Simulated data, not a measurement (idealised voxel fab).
process module | voxel transistor to metal
cross-section cut | 205 nm wide | cells 5 nm
A cross-section is a grid of square cells, given in bands from the top down. A band is one or more rows of cells.
Each band's line starts with the height of the band's top and of its bottom, in nm. Then come its materials from left to right, each with its width in nm. One material with "throughout" fills the band from edge to edge. "air" is empty space.
Height 0 is the level under which the wafer as received is all one material. The lowest band goes on downwards, as in "0 down".
A width such as "30 to 40" changes by the same amount from each row of cells to the next, from the band's top row to its bottom row.
"no change" after a step means that no cell of the cross-section changed.
closed voids: empty space of 8 cells or more with no open way to the top, each as width x height at its distance from the left edge, in nm
after a step's settings: what the simulator itself notes on the step
overlay nm, on a step with a mask: how far to the right of its planned place the mask lay; to the left if negative
plan
1 op RECEIVE | material Si
2 op CONFORMAL_DEP | material SiO2 | thk nm 5
3 op CONFORMAL_DEP | material SiN | thk nm 10
4 op DIRECTIONAL_DEP | material aC | thk nm 10
5 op PATTERN | tone cover | mask id ACTIVE | material resist | width nm 135 | thk nm 30 | overlay nm 0
6 op DIRECTIONAL_ETCH | etch materials aC | depth nm 10
7 op STRIP | etch materials resist
8 op DIRECTIONAL_ETCH | etch materials SiN | depth nm 10
9 op DIRECTIONAL_ETCH | etch materials SiO2 | depth nm 5
10 op DIRECTIONAL_ETCH | etch materials Si | depth nm 30
11 op STRIP | etch materials aC
12 op FILL_DEP | material SiO2 | thk nm 15
13 op CMP | height nm 15
14 op SELECTIVE_ETCH | etch materials SiO2 | depth nm 10
15 op STRIP | etch materials SiN
16 op SELECTIVE_ETCH | etch materials SiO2 | depth nm 5
17 op OXIDIZE | depth nm 5
18 op DIRECTIONAL_DEP | material polySi | thk nm 25
19 op DIRECTIONAL_DEP | material SiCN | thk nm 15
20 op MASKED_ETCH | tone cover | mask id GATE | width nm 35 | etch materials SiCN | depth nm 25 | overlay nm 0
21 op MASKED_ETCH | tone cover | mask id GATE | width nm 35 | etch materials polySi | depth nm 35 | overlay nm 0
22 op CONFORMAL_DEP | material SiN | thk nm 10
23 op DIRECTIONAL_ETCH | etch materials SiN | depth nm 10
24 op DIRECTIONAL_ETCH | etch materials SiO2 | depth nm 5
25 op DIRECTIONAL_ETCH | etch materials Si | depth nm 5
26 op EPI | material SiGe | thk nm 5
27 op FILL_DEP | material SiO2 | thk nm 5
28 op CMP | height nm 25
29 op STRIP | etch materials polySi
30 op SELECTIVE_ETCH | etch materials SiO2 | depth nm 5
31 op CONFORMAL_DEP | material HfO2 | thk nm 5
32 op CONFORMAL_DEP | material TiN | thk nm 5
33 op FILL_DEP | material W | thk nm 10
34 op CMP | height nm 20
35 op DIRECTIONAL_DEP | material SiO2 | thk nm 15
36 op PATTERN | tone open | mask id CONTACT | material resist | width nm 20 | pitch nm 95 | thk nm 20 | overlay nm 0
37 op DIRECTIONAL_ETCH | etch materials SiO2 | depth nm 40
38 op STRIP | etch materials resist
39 op CONFORMAL_DEP | material TiN | thk nm 5
40 op FILL_DEP | material W | thk nm 5
41 op CMP | height nm 35
42 op DIRECTIONAL_DEP | material TiN | thk nm 5
43 op DIRECTIONAL_DEP | material W | thk nm 25
44 op DIRECTIONAL_DEP | material aC | thk nm 15
45 op PATTERN | tone cover | mask id METAL_1 | material resist | width nm 20 | pitch nm 95 | thk nm 30 | overlay nm 0
46 op DIRECTIONAL_ETCH | etch materials aC | depth nm 15
47 op STRIP | etch materials resist
48 op DIRECTIONAL_ETCH | etch materials W | depth nm 25
49 op DIRECTIONAL_ETCH | etch materials TiN | depth nm 5
50 op STRIP | etch materials aC
51 op CONFORMAL_DEP | material SiN | thk nm 5
52 op FILL_DEP | material lowk | thk nm 10
53 op CMP | height nm 65
54 op CONFORMAL_DEP | material SiCN | thk nm 5
as received, after step 1
  0 down: Si throughout
  closed voids: none
a wafer at the end: this start, this plan, one mistake
  70 to 65: SiCN throughout
  65 to 40: lowk 40 | SiN 5 | W 20 | SiN 5 | lowk 65 | SiN 5 | W 20 | SiN 5 | lowk 40
  40 to 35: SiN 45 | TiN 20 | SiN 75 | TiN 20 | SiN 45
  35 to 20: SiO2 45 | TiN 5 | W 10 | TiN 5 | SiO2 75 | TiN 5 | W 10 | TiN 5 | SiO2 45
  20 to 15: SiO2 45 | TiN 5 | W 10 | TiN 5 | SiO2 10 | SiN 10 | HfO2 5 | TiN 5 | W 15 | TiN 5 | HfO2 5 | SiN 10 | SiO2 10 | TiN 5 | W 10 | TiN 5 | SiO2 45
  15 to 10: SiO2 45 | TiN 20 | SiO2 10 | SiN 10 | HfO2 5 | TiN 5 | W 15 | TiN 5 | HfO2 5 | SiN 10 | SiO2 10 | TiN 20 | SiO2 45
  10 to 5: SiO2 75 | SiN 10 | HfO2 5 | TiN 5 | W 15 | TiN 5 | HfO2 5 | SiN 10 | SiO2 75
  5 to 0: SiO2 75 | SiN 10 | HfO2 5 | TiN 25 | HfO2 5 | SiN 10 | SiO2 75
  0 to -5: SiO2 70 | SiGe 5 | SiO2 5 | HfO2 45 | SiO2 5 | SiGe 5 | SiO2 70
  -5 to -10: SiO2 35 | SiGe 40 | Si 55 | SiGe 40 | SiO2 35
  -10 to -30: SiO2 35 | Si 135 | SiO2 35
  -30 down: Si throughout
  closed voids: none
what went wrong: step 35 was run twice
